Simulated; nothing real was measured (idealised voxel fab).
Process module, titled voxel tone inversion
Cross-section cut: width 170 nm, square cells of 5 nm.
Cross-sections here: square-cell grids, written as top-down lists of bands, a band being one or more rows of cells.
Band: top height; bottom height; in nm. Then, left to right: material with width in nm, for each material. "all across": a single material spanning edge to edge. "air": empty space.
Counting heights begins at 0, where everything beneath is, in the wafer as received, one material. The lowest band has no bottom; it goes on downwards, as "0..down" shows.
Width spec "30..40" -> top row of cells at first value, bottom row at second value, equal per-row change in between.
Any step labelled "left unchanged" changed none of the cells in the cross-section.
Closed empty spaces (no open way to the top) of 8 cells or more are what "Enclosed empty spaces" lists, each as width x height at distance from the left edge, nm for all three.
Formally, on a step line, whatever follows the settings is a remark that the simulator itself makes on the step.
overlay nm: for a step with a mask, the amount by which the mask lay right of where it was planned; a negative amount means left of it.
-- Intended process steps
| 1 | RECEIVE [material Si] |
| 2 | CONFORMAL_DEP [material SiN] [thk nm 5] |
| 3 | DIRECTIONAL_DEP [material aC] [thk nm 25] |
| 4 | PATTERN [tone cover] [mask id POSTS] [material resist] [width nm 15] [pitch nm 40] [thk nm 35] [overlay nm 0] |
| 5 | DIRECTIONAL_ETCH [etch materials aC] [depth nm 25] |
| 6 | STRIP [etch materials resist] |
| 7 | FILL_DEP [material SiO2] [thk nm 5] |
| 8 | CMP [height nm 30] |
| 9 | STRIP [etch materials aC] |
-- Of two wafers, the first: run according to plan
-- Cross-section of the wafer upon arrival, representing the state reached after step 1
- 0..down  Si all across
- Enclosed empty spaces: none
-- The wafer, seen in cross-section, after step 2
- 5..0  SiN all across
- Everything below 0 is unchanged.
-- The wafer, seen in cross-section, after step 3
- 30..5  aC all across
- Everything below 5 is unchanged.
-- The wafer, seen in cross-section, after step 4
- 65..30  air 15 nm | resist 15 nm | air 25 nm | resist 15 nm | air 25 nm | resist 15 nm | air 25 nm | resist 15 nm | air 20 nm
- Everything below 30 is unchanged.
-- The wafer, seen in cross-section, after step 5
- 40..30  air 15 nm | resist 15 nm | air 25 nm | resist 15 nm | air 25 nm | resist 15 nm | air 25 nm | resist 15 nm | air 20 nm
- 30..5  air 15 nm | aC 15 nm | air 25 nm | aC 15 nm | air 25 nm | aC 15 nm | air 25 nm | aC 15 nm | air 20 nm
- Everything below 5 is unchanged.
-- The wafer, seen in cross-section, after step 6
- 30..5  air 15 nm | aC 15 nm | air 25 nm | aC 15 nm | air 25 nm | aC 15 nm | air 25 nm | aC 15 nm | air 20 nm
- Everything below 5 is unchanged.
-- The wafer, seen in cross-section, after step 7
- 35..30  SiO2 all across
- 30..5  SiO2 15 nm | aC 15 nm | SiO2 25 nm | aC 15 nm | SiO2 25 nm | aC 15 nm | SiO2 25 nm | aC 15 nm | SiO2 20 nm
- Everything below 5 is unchanged.
-- The wafer, seen in cross-section, after step 8
- 30..5  SiO2 15 nm | aC 15 nm | SiO2 25 nm | aC 15 nm | SiO2 25 nm | aC 15 nm | SiO2 25 nm | aC 15 nm | SiO2 20 nm
- Everything below 5 is unchanged.
-- The wafer, seen in cross-section, after step 9
- 30..5  SiO2 15 nm | air 15 nm | SiO2 25 nm | air 15 nm | SiO2 25 nm | air 15 nm | SiO2 25 nm | air 15 nm | SiO2 20 nm
- Everything below 5 is unchanged.
-- It is to be noted that the second wafer proceeded from the same initial state and according to the same plan as the first, although one mistake was committed in its execution; through step 7, inclusive, the two wafers share an identical history
-- Cross-section: second wafer, time at which step 8 was scheduled to end
- 30..5  SiO2 15 nm | aC 15 nm | SiO2 25 nm | aC 15 nm | SiO2 25 nm | aC 15 nm | SiO2 25 nm | aC 15 nm | SiO2 20 nm
- Everything below 5 is unchanged.
-- Cross-section: second wafer, time at which step 9 was scheduled to end
- 30..5  SiO2 15 nm | air 15 nm | SiO2 25 nm | air 15 nm | SiO2 25 nm | air 15 nm | SiO2 25 nm | air 15 nm | SiO2 20 nm
- Everything below 5 is unchanged.
In executing the process, a mistake was made relative to the plan: step 8 from the plan got run twice
The two wafers wind up with the same cross-section at the end, so whatever this model computes is the same despite the mistake.
